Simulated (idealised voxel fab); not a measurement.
process module | voxel capacitor over wiring
cross-section cut | 270 nm wide | cells 5 nm
A cross-section is a grid of square cells, given in bands from the top down. A band is one or more rows of cells.
Each band's line starts with the height of the band's top and of its bottom, in nm. Then come its materials from left to right, each with its width in nm. One material with "throughout" fills the band from edge to edge. "air" is empty space.
Height 0 is the level under which the wafer as received is all one material. The lowest band goes on downwards, as in "0 down".
A width such as "30 to 40" changes by the same amount from each row of cells to the next, from the band's top row to its bottom row.
"no change" after a step means that no cell of the cross-section changed.
closed voids: empty space of 8 cells or more with no open way to the top, each as width x height at its distance from the left edge, in nm
after a step's settings: what the simulator itself notes on the step
overlay nm, on a step with a mask: how far to the right of its planned place the mask lay; to the left if negative
plan
1 op RECEIVE | material Si
2 op CONFORMAL_DEP | material SiO2 | thk nm 15
3 op CONFORMAL_DEP | material SiN | thk nm 5
4 op DIRECTIONAL_DEP | material lowk | thk nm 20
5 op DIRECTIONAL_DEP | material aC | thk nm 10
6 op PATTERN | tone open | mask id METAL_1 | material resist | width nm 20 | pitch nm 75 | thk nm 30 | overlay nm 0
7 op DIRECTIONAL_ETCH | etch materials aC | depth nm 10
8 op STRIP | etch materials resist
9 op DIRECTIONAL_ETCH | etch materials lowk | depth nm 20
10 op DIRECTIONAL_ETCH | etch materials SiN | depth nm 5
11 op STRIP | etch materials aC
12 op CONFORMAL_DEP | material TiN | thk nm 5
13 op FILL_DEP | material W | thk nm 10
14 op CMP | height nm 40
15 op EPI | material Ru | thk nm 5
16 op FILL_DEP | material SiCN | thk nm 5
17 op DIRECTIONAL_DEP | material lowk | thk nm 20
18 op DIRECTIONAL_DEP | material aC | thk nm 15
19 op PATTERN | tone open | mask id PLUG_1 | material resist | width nm 15 | thk nm 35 | overlay nm 0
20 op DIRECTIONAL_ETCH | etch materials aC | depth nm 15
21 op STRIP | etch materials resist
22 op DIRECTIONAL_ETCH | etch materials lowk | depth nm 20
23 op DIRECTIONAL_ETCH | etch materials SiCN | depth nm 5
24 op STRIP | etch materials aC
25 op CONFORMAL_DEP | material TiN | thk nm 5
26 op FILL_DEP | material W | thk nm 10
27 op CMP | height nm 70
28 op DIRECTIONAL_DEP | material TiN | thk nm 10
29 op DIRECTIONAL_DEP | material SiN | thk nm 5
30 op DIRECTIONAL_DEP | material TiN | thk nm 5
31 op MASKED_ETCH | tone cover | mask id UPPER_PLATE | width nm 60 | etch materials TiN | depth nm 5 | overlay nm 0
32 op MASKED_ETCH | tone cover | mask id UPPER_PLATE | width nm 60 | etch materials SiN | depth nm 5 | overlay nm 0
33 op PATTERN | tone cover | mask id LOWER_PLATE | material resist | width nm 70 | thk nm 15 | overlay nm 0
34 op DIRECTIONAL_ETCH | etch materials TiN | depth nm 10
35 op STRIP | etch materials resist
36 op FILL_DEP | material SiO2 | thk nm 15
37 op CMP | height nm 100
38 op DIRECTIONAL_DEP | material aC | thk nm 10
39 op PATTERN | tone open | mask id PLUG_2 | material resist | width nm 15 | thk nm 30 | overlay nm 0
40 op DIRECTIONAL_ETCH | etch materials aC | depth nm 10
41 op STRIP | etch materials resist
42 op DIRECTIONAL_ETCH | etch materials SiO2 | depth nm 10
43 op STRIP | etch materials aC
44 op CONFORMAL_DEP | material TiN | thk nm 5
45 op FILL_DEP | material Ru | thk nm 10
46 op CMP | height nm 100
47 op CONFORMAL_DEP | material SiN | thk nm 5
varied across the wafers: width nm of step 39. The plan shows the first wafer's value. All wafers start alike
first wafer as received, after step 1
  0 down: Si throughout
  closed voids: none
each wafer at the end: cells of each material gained (+) or lost (-) since it was received, then its closed voids
width nm 15 | +13 Ru | +93 SiCN | +112 SiN | +428 SiO2 | +80 TiN | +20 W | +388 lowk | closed voids: none
width nm 20 | +14 Ru | +93 SiCN | +112 SiN | +426 SiO2 | +81 TiN | +20 W | +388 lowk | closed voids: none
width nm 25 | +15 Ru | +93 SiCN | +112 SiN | +424 SiO2 | +82 TiN | +20 W | +388 lowk | closed voids: none
width nm 30 | +16 Ru | +93 SiCN | +112 SiN | +422 SiO2 | +83 TiN | +20 W | +388 lowk | closed voids: none
